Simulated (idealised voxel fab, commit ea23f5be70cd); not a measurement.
The name of this process module is voxel double patterning.
FYI the section here is cut, 220 nm wide, cells are 5 nm squares.
The cross-sections in this document take the form of a grid made of square cells. They are written out as bands, in order from top to bottom. Each band consists of one or more rows of cells.
Top height, bottom height, nm. Materials left to right, width each, nm. Single material + "everywhere" = fills band edge to edge. "empty" = empty.
Measure heights from 0. That's the level where, below it, the as-received wafer is all one material. The lowest band is bottomless and extends downward; write it as in "0 down".
With a width like "30..40", each row of cells in the band differs from the next by the same amount, the top row carrying the first number and the bottom row the second.
Take "no alterations made" at face value: in the step it is given for, the cross-section changed in none of its cells.
Heads up: "Closed void listing" only lists the empty pockets with no open path to the top that are 8 cells or more, and it writes them as width x height at distance, distance from the left edge, in nm.
Step line, after settings: the simulator's comment on this step.
A step line may carry the setting "overlay nm", which, for steps involving a mask, states the distance by which the mask lay to the right of its intended position; negative values denote displacement to the left.
Plan:
| 1 | op RECEIVE | material Si |
| 2 | op CONFORMAL_DEP | material SiO2 | thk nm 10 |
| 3 | op DIRECTIONAL_DEP | material W | thk nm 15 |
| 4 | op DIRECTIONAL_DEP | material SiCN | thk nm 5 |
| 5 | op DIRECTIONAL_DEP | material aC | thk nm 10 |
| 6 | op PATTERN | tone open | mask id FIRST | material resist | width nm 15 | pitch nm 50 | thk nm 25 | overlay nm 0 |
| 7 | op DIRECTIONAL_ETCH | etch materials aC | depth nm 10 |
| 8 | op STRIP | etch materials resist |
| 9 | op DIRECTIONAL_ETCH | etch materials SiCN | depth nm 5 |
| 10 | op STRIP | etch materials aC |
| 11 | op DIRECTIONAL_DEP | material aC | thk nm 10 |
| 12 | op PATTERN | tone open | mask id SECOND | material resist | width nm 15 | pitch nm 50 | thk nm 30 | overlay nm 0 |
| 13 | op DIRECTIONAL_ETCH | etch materials aC | depth nm 10 |
| 14 | op STRIP | etch materials resist |
| 15 | op DIRECTIONAL_ETCH | etch materials SiCN | depth nm 5 |
| 16 | op STRIP | etch materials aC |
| 17 | op DIRECTIONAL_ETCH | etch materials W | depth nm 15 |
| 18 | op STRIP | etch materials SiCN |
The first of a set of two wafers, run to plan:
Here's what the wafer looked like in cross-section when it arrived - that's after step 1:
	0 down = Si everywhere
	Closed void listing: none
Wafer xsec, post step 2:
	10 to 0 = SiO2 everywhere
	For the remainder of the cross-section, below 0, there is no change.
Wafer xsec, post step 3:
	25 to 10 = W everywhere
	For the remainder of the cross-section, below 10, there is no change.
Wafer xsec, post step 4:
	30 to 25 = SiCN everywhere
	For the remainder of the cross-section, below 25, there is no change.
Wafer xsec, post step 5:
	40 to 30 = aC everywhere
	For the remainder of the cross-section, below 30, there is no change.
Wafer xsec, post step 6:
	65 to 40 = resist 50 nm  empty 15 nm  resist 35 nm  empty 15 nm  resist 35 nm  empty 15 nm  resist 55 nm
	For the remainder of the cross-section, below 40, there is no change.
Wafer xsec, post step 7:
	55 to 40 = resist 50 nm  empty 15 nm  resist 35 nm  empty 15 nm  resist 35 nm  empty 15 nm  resist 55 nm
	40 to 30 = aC 50 nm  empty 15 nm  aC 35 nm  empty 15 nm  aC 35 nm  empty 15 nm  aC 55 nm
	For the remainder of the cross-section, below 30, there is no change.
Wafer xsec, post step 8:
	40 to 30 = aC 50 nm  empty 15 nm  aC 35 nm  empty 15 nm  aC 35 nm  empty 15 nm  aC 55 nm
	For the remainder of the cross-section, below 30, there is no change.
Wafer xsec, post step 9:
	40 to 30 = aC 50 nm  empty 15 nm  aC 35 nm  empty 15 nm  aC 35 nm  empty 15 nm  aC 55 nm
	30 to 25 = SiCN 50 nm  empty 15 nm  SiCN 35 nm  empty 15 nm  SiCN 35 nm  empty 15 nm  SiCN 55 nm
	For the remainder of the cross-section, below 25, there is no change.
Wafer xsec, post step 10:
	30 to 25 = SiCN 50 nm  empty 15 nm  SiCN 35 nm  empty 15 nm  SiCN 35 nm  empty 15 nm  SiCN 55 nm
	For the remainder of the cross-section, below 25, there is no change.
Wafer xsec, post step 11:
	40 to 35 = aC 50 nm  empty 15 nm  aC 35 nm  empty 15 nm  aC 35 nm  empty 15 nm  aC 55 nm
	35 to 30 = aC everywhere
	30 to 25 = SiCN 50 nm  aC 15 nm  SiCN 35 nm  aC 15 nm  SiCN 35 nm  aC 15 nm  SiCN 55 nm
	For the remainder of the cross-section, below 25, there is no change.
Wafer xsec, post step 12:
	70 to 40 = resist 75 nm  empty 15 nm  resist 35 nm  empty 15 nm  resist 80 nm
	40 to 35 = aC 50 nm  resist 15 nm  aC 35 nm  resist 15 nm  aC 35 nm  resist 15 nm  aC 55 nm
	For the remainder of the cross-section, below 35, there is no change.
Wafer xsec, post step 13:
	60 to 40 = resist 75 nm  empty 15 nm  resist 35 nm  empty 15 nm  resist 80 nm
	40 to 35 = aC 50 nm  resist 15 nm  aC 10 nm  empty 15 nm  aC 10 nm  resist 15 nm  aC 10 nm  empty 15 nm  aC 10 nm  resist 15 nm  aC 55 nm
	35 to 30 = aC 75 nm  empty 15 nm  aC 35 nm  empty 15 nm  aC 80 nm
	For the remainder of the cross-section, below 30, there is no change.
Wafer xsec, post step 14:
	40 to 35 = aC 50 nm  empty 15 nm  aC 10 nm  empty 15 nm  aC 10 nm  empty 15 nm  aC 10 nm  empty 15 nm  aC 10 nm  empty 15 nm  aC 55 nm
	For the remainder of the cross-section, below 35, there is no change.
Wafer xsec, post step 15:
	40 to 35 = aC 50 nm  empty 15 nm  aC 10 nm  empty 15 nm  aC 10 nm  empty 15 nm  aC 10 nm  empty 15 nm  aC 10 nm  empty 15 nm  aC 55 nm
	35 to 30 = aC 75 nm  empty 15 nm  aC 35 nm  empty 15 nm  aC 80 nm
	30 to 25 = SiCN 50 nm  aC 15 nm  SiCN 10 nm  empty 15 nm  SiCN 10 nm  aC 15 nm  SiCN 10 nm  empty 15 nm  SiCN 10 nm  aC 15 nm  SiCN 55 nm
	For the remainder of the cross-section, below 25, there is no change.
Wafer xsec, post step 16:
	30 to 25 = SiCN 50 nm  empty 15 nm  SiCN 10 nm  empty 15 nm  SiCN 10 nm  empty 15 nm  SiCN 10 nm  empty 15 nm  SiCN 10 nm  empty 15 nm  SiCN 55 nm
	For the remainder of the cross-section, below 25, there is no change.
Wafer xsec, post step 17:
	30 to 25 = SiCN 50 nm  empty 15 nm  SiCN 10 nm  empty 15 nm  SiCN 10 nm  empty 15 nm  SiCN 10 nm  empty 15 nm  SiCN 10 nm  empty 15 nm  SiCN 55 nm
	25 to 10 = W 50 nm  empty 15 nm  W 10 nm  empty 15 nm  W 10 nm  empty 15 nm  W 10 nm  empty 15 nm  W 10 nm  empty 15 nm  W 55 nm
	For the remainder of the cross-section, below 10, there is no change.
Wafer xsec, post step 18:
	25 to 10 = W 50 nm  empty 15 nm  W 10 nm  empty 15 nm  W 10 nm  empty 15 nm  W 10 nm  empty 15 nm  W 10 nm  empty 15 nm  W 55 nm
	For the remainder of the cross-section, below 10, there is no change.
Second wafer. Start and plan as for the first. One mistake made in running. Agrees with the first up to and including step 2:
Cross-section, second wafer, at the end time the plan gives for step 3:
	40 to 10 = W everywhere
	For the remainder of the cross-section, below 10, there is no change.
Cross-section, second wafer, at the end time the plan gives for step 4:
	45 to 40 = SiCN everywhere
	For the remainder of the cross-section, below 40, there is no change.
Cross-section, second wafer, at the end time the plan gives for step 5:
	55 to 45 = aC everywhere
	For the remainder of the cross-section, below 45, there is no change.
Cross-section, second wafer, at the end time the plan gives for step 6:
	80 to 55 = resist 50 nm  empty 15 nm  resist 35 nm  empty 15 nm  resist 35 nm  empty 15 nm  resist 55 nm
	For the remainder of the cross-section, below 55, there is no change.
Cross-section, second wafer, at the end time the plan gives for step 7:
	70 to 55 = resist 50 nm  empty 15 nm  resist 35 nm  empty 15 nm  resist 35 nm  empty 15 nm  resist 55 nm
	55 to 45 = aC 50 nm  empty 15 nm  aC 35 nm  empty 15 nm  aC 35 nm  empty 15 nm  aC 55 nm
	For the remainder of the cross-section, below 45, there is no change.
Cross-section, second wafer, at the end time the plan gives for step 8:
	55 to 45 = aC 50 nm  empty 15 nm  aC 35 nm  empty 15 nm  aC 35 nm  empty 15 nm  aC 55 nm
	For the remainder of the cross-section, below 45, there is no change.
Cross-section, second wafer, at the end time the plan gives for step 9:
	55 to 45 = aC 50 nm  empty 15 nm  aC 35 nm  empty 15 nm  aC 35 nm  empty 15 nm  aC 55 nm
	45 to 40 = SiCN 50 nm  empty 15 nm  SiCN 35 nm  empty 15 nm  SiCN 35 nm  empty 15 nm  SiCN 55 nm
	For the remainder of the cross-section, below 40, there is no change.
Cross-section, second wafer, at the end time the plan gives for step 10:
	45 to 40 = SiCN 50 nm  empty 15 nm  SiCN 35 nm  empty 15 nm  SiCN 35 nm  empty 15 nm  SiCN 55 nm
	For the remainder of the cross-section, below 40, there is no change.
Cross-section, second wafer, at the end time the plan gives for step 11:
	55 to 50 = aC 50 nm  empty 15 nm  aC 35 nm  empty 15 nm  aC 35 nm  empty 15 nm  aC 55 nm
	50 to 45 = aC everywhere
	45 to 40 = SiCN 50 nm  aC 15 nm  SiCN 35 nm  aC 15 nm  SiCN 35 nm  aC 15 nm  SiCN 55 nm
	For the remainder of the cross-section, below 40, there is no change.
Cross-section, second wafer, at the end time the plan gives for step 12:
	85 to 55 = resist 75 nm  empty 15 nm  resist 35 nm  empty 15 nm  resist 80 nm
	55 to 50 = aC 50 nm  resist 15 nm  aC 35 nm  resist 15 nm  aC 35 nm  resist 15 nm  aC 55 nm
	For the remainder of the cross-section, below 50, there is no change.
Cross-section, second wafer, at the end time the plan gives for step 13:
	75 to 55 = resist 75 nm  empty 15 nm  resist 35 nm  empty 15 nm  resist 80 nm
	55 to 50 = aC 50 nm  resist 15 nm  aC 10 nm  empty 15 nm  aC 10 nm  resist 15 nm  aC 10 nm  empty 15 nm  aC 10 nm  resist 15 nm  aC 55 nm
	50 to 45 = aC 75 nm  empty 15 nm  aC 35 nm  empty 15 nm  aC 80 nm
	For the remainder of the cross-section, below 45, there is no change.
Cross-section, second wafer, at the end time the plan gives for step 14:
	55 to 50 = aC 50 nm  empty 15 nm  aC 10 nm  empty 15 nm  aC 10 nm  empty 15 nm  aC 10 nm  empty 15 nm  aC 10 nm  empty 15 nm  aC 55 nm
	For the remainder of the cross-section, below 50, there is no change.
Cross-section, second wafer, at the end time the plan gives for step 15:
	55 to 50 = aC 50 nm  empty 15 nm  aC 10 nm  empty 15 nm  aC 10 nm  empty 15 nm  aC 10 nm  empty 15 nm  aC 10 nm  empty 15 nm  aC 55 nm
	50 to 45 = aC 75 nm  empty 15 nm  aC 35 nm  empty 15 nm  aC 80 nm
	45 to 40 = SiCN 50 nm  aC 15 nm  SiCN 10 nm  empty 15 nm  SiCN 10 nm  aC 15 nm  SiCN 10 nm  empty 15 nm  SiCN 10 nm  aC 15 nm  SiCN 55 nm
	For the remainder of the cross-section, below 40, there is no change.
Cross-section, second wafer, at the end time the plan gives for step 16:
	45 to 40 = SiCN 50 nm  empty 15 nm  SiCN 10 nm  empty 15 nm  SiCN 10 nm  empty 15 nm  SiCN 10 nm  empty 15 nm  SiCN 10 nm  empty 15 nm  SiCN 55 nm
	For the remainder of the cross-section, below 40, there is no change.
Cross-section, second wafer, at the end time the plan gives for step 17:
	45 to 40 = SiCN 50 nm  empty 15 nm  SiCN 10 nm  empty 15 nm  SiCN 10 nm  empty 15 nm  SiCN 10 nm  empty 15 nm  SiCN 10 nm  empty 15 nm  SiCN 55 nm
	40 to 25 = W 50 nm  empty 15 nm  W 10 nm  empty 15 nm  W 10 nm  empty 15 nm  W 10 nm  empty 15 nm  W 10 nm  empty 15 nm  W 55 nm
	For the remainder of the cross-section, below 25, there is no change.
Cross-section, second wafer, at the end time the plan gives for step 18:
	40 to 25 = W 50 nm  empty 15 nm  W 10 nm  empty 15 nm  W 10 nm  empty 15 nm  W 10 nm  empty 15 nm  W 10 nm  empty 15 nm  W 55 nm
	For the remainder of the cross-section, below 25, there is no change.
Finding, execution versus plan: step 3 of the plan was carried out twice
Final difference in cells, second wafer against first, listed per material as more or fewer: W +132
